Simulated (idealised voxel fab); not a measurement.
The following process module bears the name voxel spacer lines.
We display cut, a cross-section 200 nm in width whose square cells are each 5 nm.
The cross-sections in this document take the form of a grid made of square cells. They are written out as bands, in order from top to bottom. Each band consists of one or more rows of cells.
Band: top and bottom heights (nm) first, top before bottom; then materials from left to right, widths in nm. "full width" marks a sole material filling the band edge to edge. "blank" denotes empty space.
Heights are reckoned from 0. Under this level, the received wafer is all of one material. The bottommost band is open-ended downward, for example "0 down".
The expression "30 to 40" gives the width at the extremes of the band, the first number at its top row of cells and the second at its bottom row, with the width changing by equal amounts from each row to the next in between.
"nothing different", as given for a step, is the statement that not any cell of the cross-section underwent a change during that step.
So "Closed cavities" is basically the list of trapped voids: any empty space of 8 cells or more that can't reach the top through an opening. They're written width x height at distance, the distance being from the left edge, and it's all nm.
On each step's line, the part that comes after the settings is the simulator's own comment on the step.
overlay nm: how far to the right of its planned place the mask lay on this masked step (negative: to the left).
-- The following list gives the planned process steps
step 1: RECEIVE,material Si
step 2: CONFORMAL_DEP,material Al2O3,thk nm 5
step 3: DIRECTIONAL_DEP,material SiN,thk nm 15
step 4: DIRECTIONAL_DEP,material polySi,thk nm 30
step 5: PATTERN,tone cover,mask id MANDREL,material resist,width nm 25,pitch nm 70,thk nm 40,overlay nm 0
step 6: DIRECTIONAL_ETCH,etch materials polySi,depth nm 30
step 7: STRIP,etch materials resist
step 8: CONFORMAL_DEP,material SiO2,thk nm 10
step 9: DIRECTIONAL_ETCH,etch materials SiO2,depth nm 10
step 10: STRIP,etch materials polySi
step 11: DIRECTIONAL_ETCH,etch materials SiN,depth nm 15
step 12: STRIP,etch materials SiO2
-- On the first of the two wafers: run conducted according to plan
-- So this is the incoming wafer in cross-section - it's already been through step 1
* 0 down: Si full width
* Closed cavities: none
-- after step 2
* 5 to 0: Al2O3 full width
* Nothing below the height 0 has changed.
-- after step 3
* 20 to 5: SiN full width
* Nothing below the height 5 has changed.
-- after step 4
* 50 to 20: polySi full width
* Nothing below the height 20 has changed.
-- after step 5
* 90 to 50: 15 nm blank, 25 nm resist, 45 nm blank, 25 nm resist, 45 nm blank, 25 nm resist, 20 nm blank
* Nothing below the height 50 has changed.
-- after step 6
* 90 to 50: 15 nm blank, 25 nm resist, 45 nm blank, 25 nm resist, 45 nm blank, 25 nm resist, 20 nm blank
* 50 to 20: 15 nm blank, 25 nm polySi, 45 nm blank, 25 nm polySi, 45 nm blank, 25 nm polySi, 20 nm blank
* Nothing below the height 20 has changed.
-- after step 7
* 50 to 20: 15 nm blank, 25 nm polySi, 45 nm blank, 25 nm polySi, 45 nm blank, 25 nm polySi, 20 nm blank
* Nothing below the height 20 has changed.
-- after step 8
* 60 to 50: 5 nm blank, 45 nm SiO2, 25 nm blank, 45 nm SiO2, 25 nm blank, 45 nm SiO2, 10 nm blank
* 50 to 30: 5 nm blank, 10 nm SiO2, 25 nm polySi, 10 nm SiO2, 25 nm blank, 10 nm SiO2, 25 nm polySi, 10 nm SiO2, 25 nm blank, 10 nm SiO2, 25 nm polySi, 10 nm SiO2, 10 nm blank
* 30 to 20: 15 nm SiO2, 25 nm polySi, 45 nm SiO2, 25 nm polySi, 45 nm SiO2, 25 nm polySi, 20 nm SiO2
* Nothing below the height 20 has changed.
-- after step 9
* 50 to 20: 5 nm blank, 10 nm SiO2, 25 nm polySi, 10 nm SiO2, 25 nm blank, 10 nm SiO2, 25 nm polySi, 10 nm SiO2, 25 nm blank, 10 nm SiO2, 25 nm polySi, 10 nm SiO2, 10 nm blank
* Nothing below the height 20 has changed.
-- after step 10
* 50 to 20: 5 nm blank, 10 nm SiO2, 25 nm blank, 10 nm SiO2, 25 nm blank, 10 nm SiO2, 25 nm blank, 10 nm SiO2, 25 nm blank, 10 nm SiO2, 25 nm blank, 10 nm SiO2, 10 nm blank
* Nothing below the height 20 has changed.
-- after step 11
* 50 to 20: 5 nm blank, 10 nm SiO2, 25 nm blank, 10 nm SiO2, 25 nm blank, 10 nm SiO2, 25 nm blank, 10 nm SiO2, 25 nm blank, 10 nm SiO2, 25 nm blank, 10 nm SiO2, 10 nm blank
* 20 to 5: 5 nm blank, 10 nm SiN, 25 nm blank, 10 nm SiN, 25 nm blank, 10 nm SiN, 25 nm blank, 10 nm SiN, 25 nm blank, 10 nm SiN, 25 nm blank, 10 nm SiN, 10 nm blank
* Nothing below the height 5 has changed.
-- after step 12
* 20 to 5: 5 nm blank, 10 nm SiN, 25 nm blank, 10 nm SiN, 25 nm blank, 10 nm SiN, 25 nm blank, 10 nm SiN, 25 nm blank, 10 nm SiN, 25 nm blank, 10 nm SiN, 10 nm blank
* Nothing below the height 5 has changed.
-- Second of two: same start, same plan, one run error; steps up to and including 2 match the first
-- Second wafer, sectioned view, at step 3's planned end time
* 35 to 5: SiN full width
* Nothing below the height 5 has changed.
-- Second wafer, sectioned view, at step 4's planned end time
* 65 to 35: polySi full width
* Nothing below the height 35 has changed.
-- Second wafer, sectioned view, at step 5's planned end time
* 105 to 65: 15 nm blank, 25 nm resist, 45 nm blank, 25 nm resist, 45 nm blank, 25 nm resist, 20 nm blank
* Nothing below the height 65 has changed.
-- Second wafer, sectioned view, at step 6's planned end time
* 105 to 65: 15 nm blank, 25 nm resist, 45 nm blank, 25 nm resist, 45 nm blank, 25 nm resist, 20 nm blank
* 65 to 35: 15 nm blank, 25 nm polySi, 45 nm blank, 25 nm polySi, 45 nm blank, 25 nm polySi, 20 nm blank
* Nothing below the height 35 has changed.
-- Second wafer, sectioned view, at step 7's planned end time
* 65 to 35: 15 nm blank, 25 nm polySi, 45 nm blank, 25 nm polySi, 45 nm blank, 25 nm polySi, 20 nm blank
* Nothing below the height 35 has changed.
-- Second wafer, sectioned view, at step 8's planned end time
* 75 to 65: 5 nm blank, 45 nm SiO2, 25 nm blank, 45 nm SiO2, 25 nm blank, 45 nm SiO2, 10 nm blank
* 65 to 45: 5 nm blank, 10 nm SiO2, 25 nm polySi, 10 nm SiO2, 25 nm blank, 10 nm SiO2, 25 nm polySi, 10 nm SiO2, 25 nm blank, 10 nm SiO2, 25 nm polySi, 10 nm SiO2, 10 nm blank
* 45 to 35: 15 nm SiO2, 25 nm polySi, 45 nm SiO2, 25 nm polySi, 45 nm SiO2, 25 nm polySi, 20 nm SiO2
* Nothing below the height 35 has changed.
-- Second wafer, sectioned view, at step 9's planned end time
* 65 to 35: 5 nm blank, 10 nm SiO2, 25 nm polySi, 10 nm SiO2, 25 nm blank, 10 nm SiO2, 25 nm polySi, 10 nm SiO2, 25 nm blank, 10 nm SiO2, 25 nm polySi, 10 nm SiO2, 10 nm blank
* Nothing below the height 35 has changed.
-- Second wafer, sectioned view, at step 10's planned end time
* 65 to 35: 5 nm blank, 10 nm SiO2, 25 nm blank, 10 nm SiO2, 25 nm blank, 10 nm SiO2, 25 nm blank, 10 nm SiO2, 25 nm blank, 10 nm SiO2, 25 nm blank, 10 nm SiO2, 10 nm blank
* Nothing below the height 35 has changed.
-- Second wafer, sectioned view, at step 11's planned end time
* 65 to 35: 5 nm blank, 10 nm SiO2, 25 nm blank, 10 nm SiO2, 25 nm blank, 10 nm SiO2, 25 nm blank, 10 nm SiO2, 25 nm blank, 10 nm SiO2, 25 nm blank, 10 nm SiO2, 10 nm blank
* 35 to 20: 5 nm blank, 10 nm SiN, 25 nm blank, 10 nm SiN, 25 nm blank, 10 nm SiN, 25 nm blank, 10 nm SiN, 25 nm blank, 10 nm SiN, 25 nm blank, 10 nm SiN, 10 nm blank
* Nothing below the height 20 has changed.
-- Second wafer, sectioned view, at step 12's planned end time
* 35 to 20: 5 nm blank, 10 nm SiN, 25 nm blank, 10 nm SiN, 25 nm blank, 10 nm SiN, 25 nm blank, 10 nm SiN, 25 nm blank, 10 nm SiN, 25 nm blank, 10 nm SiN, 10 nm blank
* Nothing below the height 20 has changed.
Which mistake was made when the wafer was run? step 3 of the plan was executed twice over
The second wafer ends with more or fewer cells of some materials than the first, per final count: SiN: 120 more
